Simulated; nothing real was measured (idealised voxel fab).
process module | voxel ribs on slabs
cross-section cut | 270 nm wide | cells 5 nm
A cross-section is a grid of square cells, given in bands from the top down. A band is one or more rows of cells.
Each band's line starts with the height of the band's top and of its bottom, in nm. Then come its materials from left to right, each with its width in nm. One material with "throughout" fills the band from edge to edge. "air" is empty space.
Height 0 is the level under which the wafer as received is all one material. The lowest band goes on downwards, as in "0 down".
A width such as "30 to 40" changes by the same amount from each row of cells to the next, from the band's top row to its bottom row.
"no change" after a step means that no cell of the cross-section changed.
closed voids: empty space of 8 cells or more with no open way to the top, each as width x height at its distance from the left edge, in nm
after a step's settings: what the simulator itself notes on the step
overlay nm, on a step with a mask: how far to the right of its planned place the mask lay; to the left if negative
Each pair below shows a cross-section before one step and the cross-section after it, down to the lowest band that changed. The line under each pair gives the step between them, with its settings. The pairs can come from different runs of this module on the same starting wafer, so a pair continues from the pair above only where its "before" says so.
before
  0 down: Si throughout
  closed voids: none
after
  30 to 0: SiO2 throughout
  below 0: unchanged
  closed voids: none
the step between: op DIRECTIONAL_DEP | material SiO2 | thk nm 30
before: the cross-section after the pair above
after
  50 to 30: polySi throughout
  below 30: unchanged
  closed voids: none
the step between: op DIRECTIONAL_DEP | material polySi | thk nm 20
before: the cross-section after the pair above
after
  70 to 50: air 120 | resist 30 | air 120
  below 50: unchanged
  closed voids: none
the step between: op PATTERN | tone cover | mask id RIB | material resist | width nm 30 | thk nm 20 | overlay nm 0
before: the cross-section after the pair above
after
  70 to 50: air 120 | resist 30 | air 120
  50 to 40: air 120 | polySi 30 | air 120
  below 40: unchanged
  closed voids: none
the step between: op DIRECTIONAL_ETCH | etch materials polySi | depth nm 10
before: the cross-section after the pair above
after
  50 to 40: air 120 | polySi 30 | air 120
  below 40: unchanged
  closed voids: none
the step between: op STRIP | etch materials resist
before: the cross-section after the pair above
after
  50 to 40: air 120 | polySi 30 | air 120
  40 to 30: air 105 | polySi 60 | air 105
  below 30: unchanged
  closed voids: none
the step between: op MASKED_ETCH | tone cover | mask id SLAB | width nm 60 | etch materials polySi | depth nm 10 | overlay nm 0
before: the cross-section after the pair above
after
  70 to 50: SiO2 throughout
  50 to 40: SiO2 120 | polySi 30 | SiO2 120
  40 to 30: SiO2 105 | polySi 60 | SiO2 105
  below 30: unchanged
  closed voids: none
the step between: op FILL_DEP | material SiO2 | thk nm 20
before: the cross-section after the pair above
after
  60 to 50: SiO2 throughout
  below 50: unchanged
  closed voids: none
the step between: op CMP | height nm 60
before: the cross-section after the pair above
after
  65 to 60: W throughout
  below 60: unchanged
  closed voids: none
the step between: op DIRECTIONAL_DEP | material W | thk nm 5
before: the cross-section after the pair above
after
  65 to 60: air 115 | W 40 | air 115
  below 60: unchanged
  closed voids: none
the step between: op MASKED_ETCH | tone cover | mask id HEATER | width nm 40 | etch materials W | depth nm 5 | overlay nm 0
before: the cross-section after the pair above
after
  70 to 65: air 110 | SiO2 50 | air 110
  65 to 60: SiO2 115 | W 40 | SiO2 115
  below 60: unchanged
  closed voids: none
the step between: op CONFORMAL_DEP | material SiO2 | thk nm 5
before
  50 to 30: polySi throughout
  30 to 0: SiO2 throughout
  0 down: Si throughout
  closed voids: none
after
  70 to 30: polySi throughout
  below 30: unchanged
  closed voids: none
the step between: op DIRECTIONAL_DEP | material polySi | thk nm 20
before: the cross-section after the pair above
after
  90 to 70: air 120 | resist 30 | air 120
  below 70: unchanged
  closed voids: none
the step between: op PATTERN | tone cover | mask id RIB | material resist | width nm 30 | thk nm 20 | overlay nm 0
before: the cross-section after the pair above
after
  90 to 70: air 120 | resist 30 | air 120
  70 to 60: air 120 | polySi 30 | air 120
  below 60: unchanged
  closed voids: none
the step between: op DIRECTIONAL_ETCH | etch materials polySi | depth nm 10
before: the cross-section after the pair above
after
  70 to 60: air 120 | polySi 30 | air 120
  below 60: unchanged
  closed voids: none
the step between: op STRIP | etch materials resist
before: the cross-section after the pair above
after
  70 to 60: air 120 | polySi 30 | air 120
  60 to 50: air 105 | polySi 60 | air 105
  below 50: unchanged
  closed voids: none
the step between: op MASKED_ETCH | tone cover | mask id SLAB | width nm 60 | etch materials polySi | depth nm 10 | overlay nm 0
before: the cross-section after the pair above
after
  90 to 70: SiO2 throughout
  70 to 60: SiO2 120 | polySi 30 | SiO2 120
  60 to 50: SiO2 105 | polySi 60 | SiO2 105
  below 50: unchanged
  closed voids: none
the step between: op FILL_DEP | material SiO2 | thk nm 20
before: the cross-section after the pair above
after
  60 to 50: SiO2 105 | polySi 60 | SiO2 105
  below 50: unchanged
  closed voids: none
the step between: op CMP | height nm 60
before: the cross-section after the pair above
after
  65 to 60: W throughout
  below 60: unchanged
  closed voids: none
the step between: op DIRECTIONAL_DEP | material W | thk nm 5
before: the cross-section after the pair above
after
  65 to 60: air 115 | W 40 | air 115
  below 60: unchanged
  closed voids: none
the step between: op MASKED_ETCH | tone cover | mask id HEATER | width nm 40 | etch materials W | depth nm 5 | overlay nm 0
before: the cross-section after the pair above
after
  70 to 65: air 110 | SiO2 50 | air 110
  65 to 60: SiO2 115 | W 40 | SiO2 115
  below 60: unchanged
  closed voids: none
the step between: op CONFORMAL_DEP | material SiO2 | thk nm 5
before
  0 down: Si throughout
  closed voids: none
after
  20 to 0: polySi throughout
  below 0: unchanged
  closed voids: none
the step between: op DIRECTIONAL_DEP | material polySi | thk nm 20
before: the cross-section after the pair above
after
  50 to 20: SiO2 throughout
  below 20: unchanged
  closed voids: none
the step between: op DIRECTIONAL_DEP | material SiO2 | thk nm 30
before: the cross-section after the pair above
after
  70 to 50: air 120 | resist 30 | air 120
  below 50: unchanged
  closed voids: none
the step between: op PATTERN | tone cover | mask id RIB | material resist | width nm 30 | thk nm 20 | overlay nm 0
before: the cross-section after the pair above
after
  50 to 20: SiO2 throughout
  below 20: unchanged
  closed voids: none
the step between: op STRIP | etch materials resist
before: the cross-section after the pair above
after
  70 to 20: SiO2 throughout
  below 20: unchanged
  closed voids: none
the step between: op FILL_DEP | material SiO2 | thk nm 20
before: the cross-section after the pair above
after
  60 to 20: SiO2 throughout
  below 20: unchanged
  closed voids: none
the step between: op CMP | height nm 60
before: the cross-section after the pair above
after
  65 to 60: W throughout
  below 60: unchanged
  closed voids: none
the step between: op DIRECTIONAL_DEP | material W | thk nm 5
before: the cross-section after the pair above
after
  65 to 60: air 115 | W 40 | air 115
  below 60: unchanged
  closed voids: none
the step between: op MASKED_ETCH | tone cover | mask id HEATER | width nm 40 | etch materials W | depth nm 5 | overlay nm 0
before: the cross-section after the pair above
after
  70 to 65: air 110 | SiO2 50 | air 110
  65 to 60: SiO2 115 | W 40 | SiO2 115
  below 60: unchanged
  closed voids: none
the step between: op CONFORMAL_DEP | material SiO2 | thk nm 5
before
  30 to 0: SiO2 throughout
  0 down: Si throughout
  closed voids: none
after
  45 to 30: polySi throughout
  below 30: unchanged
  closed voids: none
the step between: op DIRECTIONAL_DEP | material polySi | thk nm 15
before: the cross-section after the pair above
after
  65 to 45: air 120 | resist 30 | air 120
  below 45: unchanged
  closed voids: none
the step between: op PATTERN | tone cover | mask id RIB | material resist | width nm 30 | thk nm 20 | overlay nm 0
before: the cross-section after the pair above
after
  65 to 45: air 120 | resist 30 | air 120
  45 to 35: air 120 | polySi 30 | air 120
  below 35: unchanged
  closed voids: none
the step between: op DIRECTIONAL_ETCH | etch materials polySi | depth nm 10
before: the cross-section after the pair above
after
  45 to 35: air 120 | polySi 30 | air 120
  below 35: unchanged
  closed voids: none
the step between: op STRIP | etch materials resist
before: the cross-section after the pair above
after
  45 to 35: air 120 | polySi 30 | air 120
  35 to 30: air 105 | polySi 60 | air 105
  below 30: unchanged
  closed voids: none
the step between: op MASKED_ETCH | tone cover | mask id SLAB | width nm 60 | etch materials polySi | depth nm 10 | overlay nm 0
before: the cross-section after the pair above
after
  65 to 45: SiO2 throughout
  45 to 35: SiO2 120 | polySi 30 | SiO2 120
  35 to 30: SiO2 105 | polySi 60 | SiO2 105
  below 30: unchanged
  closed voids: none
the step between: op FILL_DEP | material SiO2 | thk nm 20
before: the cross-section after the pair above
after
  60 to 45: SiO2 throughout
  below 45: unchanged
  closed voids: none
the step between: op CMP | height nm 60
before: the cross-section after the pair above
after
  65 to 60: W throughout
  below 60: unchanged
  closed voids: none
the step between: op DIRECTIONAL_DEP | material W | thk nm 5
before: the cross-section after the pair above
after
  65 to 60: air 115 | W 40 | air 115
  below 60: unchanged
  closed voids: none
the step between: op MASKED_ETCH | tone cover | mask id HEATER | width nm 40 | etch materials W | depth nm 5 | overlay nm 0
before: the cross-section after the pair above
after
  70 to 65: air 110 | SiO2 50 | air 110
  65 to 60: SiO2 115 | W 40 | SiO2 115
  below 60: unchanged
  closed voids: none
the step between: op CONFORMAL_DEP | material SiO2 | thk nm 5
before
  50 to 30: polySi throughout
  30 to 0: SiO2 throughout
  0 down: Si throughout
  closed voids: none
after
  70 to 50: air 115 | resist 40 | air 115
  below 50: unchanged
  closed voids: none
the step between: op PATTERN | tone cover | mask id RIB | material resist | width nm 40 | thk nm 20 | overlay nm 0
before: the cross-section after the pair above
after
  70 to 50: air 115 | resist 40 | air 115
  50 to 40: air 115 | polySi 40 | air 115
  below 40: unchanged
  closed voids: none
the step between: op DIRECTIONAL_ETCH | etch materials polySi | depth nm 10
before: the cross-section after the pair above
after
  50 to 40: air 115 | polySi 40 | air 115
  below 40: unchanged
  closed voids: none
the step between: op STRIP | etch materials resist
before: the cross-section after the pair above
after
  50 to 40: air 115 | polySi 40 | air 115
  40 to 30: air 105 | polySi 60 | air 105
  below 30: unchanged
  closed voids: none
the step between: op MASKED_ETCH | tone cover | mask id SLAB | width nm 60 | etch materials polySi | depth nm 10 | overlay nm 0
before: the cross-section after the pair above
after
  70 to 50: SiO2 throughout
  50 to 40: SiO2 115 | polySi 40 | SiO2 115
  40 to 30: SiO2 105 | polySi 60 | SiO2 105
  below 30: unchanged
  closed voids: none
the step between: op FILL_DEP | material SiO2 | thk nm 20
before: the cross-section after the pair above
after
  60 to 50: SiO2 throughout
  below 50: unchanged
  closed voids: none
the step between: op CMP | height nm 60
before: the cross-section after the pair above
after
  65 to 60: W throughout
  below 60: unchanged
  closed voids: none
the step between: op DIRECTIONAL_DEP | material W | thk nm 5
before: the cross-section after the pair above
after
  65 to 60: air 115 | W 40 | air 115
  below 60: unchanged
  closed voids: none
the step between: op MASKED_ETCH | tone cover | mask id HEATER | width nm 40 | etch materials W | depth nm 5 | overlay nm 0
before: the cross-section after the pair above
after
  70 to 65: air 110 | SiO2 50 | air 110
  65 to 60: SiO2 115 | W 40 | SiO2 115
  below 60: unchanged
  closed voids: none
the step between: op CONFORMAL_DEP | material SiO2 | thk nm 5
before
  65 to 60: W throughout
  60 to 50: SiO2 throughout
  50 to 40: SiO2 120 | polySi 30 | SiO2 120
  40 to 30: SiO2 105 | polySi 60 | SiO2 105
  30 to 0: SiO2 throughout
  0 down: Si throughout
  closed voids: none
after
  65 to 60: air 110 | W 40 | air 120
  below 60: unchanged
  closed voids: none
the step between: op MASKED_ETCH | tone cover | mask id HEATER | width nm 40 | etch materials W | depth nm 5 | overlay nm -5
before: the cross-section after the pair above
after
  70 to 65: air 105 | SiO2 50 | air 115
  65 to 60: SiO2 110 | W 40 | SiO2 120
  below 60: unchanged
  closed voids: none
the step between: op CONFORMAL_DEP | material SiO2 | thk nm 5
before
  0 down: Si throughout
  closed voids: none
after
  30 to 0: W throughout
  below 0: unchanged
  closed voids: none
the step between: op DIRECTIONAL_DEP | material W | thk nm 30
before: the cross-section after the pair above
after
  50 to 30: polySi throughout
  below 30: unchanged
  closed voids: none
the step between: op DIRECTIONAL_DEP | material polySi | thk nm 20
before: the cross-section after the pair above
after
  70 to 50: air 120 | resist 30 | air 120
  below 50: unchanged
  closed voids: none
the step between: op PATTERN | tone cover | mask id RIB | material resist | width nm 30 | thk nm 20 | overlay nm 0
before: the cross-section after the pair above
after
  70 to 50: air 120 | resist 30 | air 120
  50 to 40: air 120 | polySi 30 | air 120
  below 40: unchanged
  closed voids: none
the step between: op DIRECTIONAL_ETCH | etch materials polySi | depth nm 10
before: the cross-section after the pair above
after
  50 to 40: air 120 | polySi 30 | air 120
  below 40: unchanged
  closed voids: none
the step between: op STRIP | etch materials resist
before: the cross-section after the pair above
after
  50 to 40: air 120 | polySi 30 | air 120
  40 to 30: air 105 | polySi 60 | air 105
  below 30: unchanged
  closed voids: none
the step between: op MASKED_ETCH | tone cover | mask id SLAB | width nm 60 | etch materials polySi | depth nm 10 | overlay nm 0
before: the cross-section after the pair above
after
  70 to 50: SiO2 throughout
  50 to 40: SiO2 120 | polySi 30 | SiO2 120
  40 to 30: SiO2 105 | polySi 60 | SiO2 105
  below 30: unchanged
  closed voids: none
the step between: op FILL_DEP | material SiO2 | thk nm 20
before: the cross-section after the pair above
after
  60 to 50: SiO2 throughout
  below 50: unchanged
  closed voids: none
the step between: op CMP | height nm 60
before: the cross-section after the pair above
after
  65 to 60: W throughout
  below 60: unchanged
  closed voids: none
the step between: op DIRECTIONAL_DEP | material W | thk nm 5
before: the cross-section after the pair above
after
  65 to 60: air 115 | W 40 | air 115
  below 60: unchanged
  closed voids: none
the step between: op MASKED_ETCH | tone cover | mask id HEATER | width nm 40 | etch materials W | depth nm 5 | overlay nm 0
before: the cross-section after the pair above
after
  70 to 65: air 110 | SiO2 50 | air 110
  65 to 60: SiO2 115 | W 40 | SiO2 115
  below 60: unchanged
  closed voids: none
the step between: op CONFORMAL_DEP | material SiO2 | thk nm 5
before
  65 to 60: W throughout
  60 to 50: SiO2 throughout
  50 to 40: SiO2 120 | polySi 30 | SiO2 120
  40 to 30: SiO2 105 | polySi 60 | SiO2 105
  30 to 0: SiO2 throughout
  0 down: Si throughout
  closed voids: none
after
  65 to 60: W 115 | air 40 | W 115
  below 60: unchanged
  closed voids: none
the step between: op MASKED_ETCH | tone open | mask id HEATER | width nm 40 | etch materials W | depth nm 5 | overlay nm 0
before: the cross-section after the pair above
after
  70 to 65: SiO2 120 | air 30 | SiO2 120
  65 to 60: W 115 | SiO2 40 | W 115
  below 60: unchanged
  closed voids: none
the step between: op CONFORMAL_DEP | material SiO2 | thk nm 5
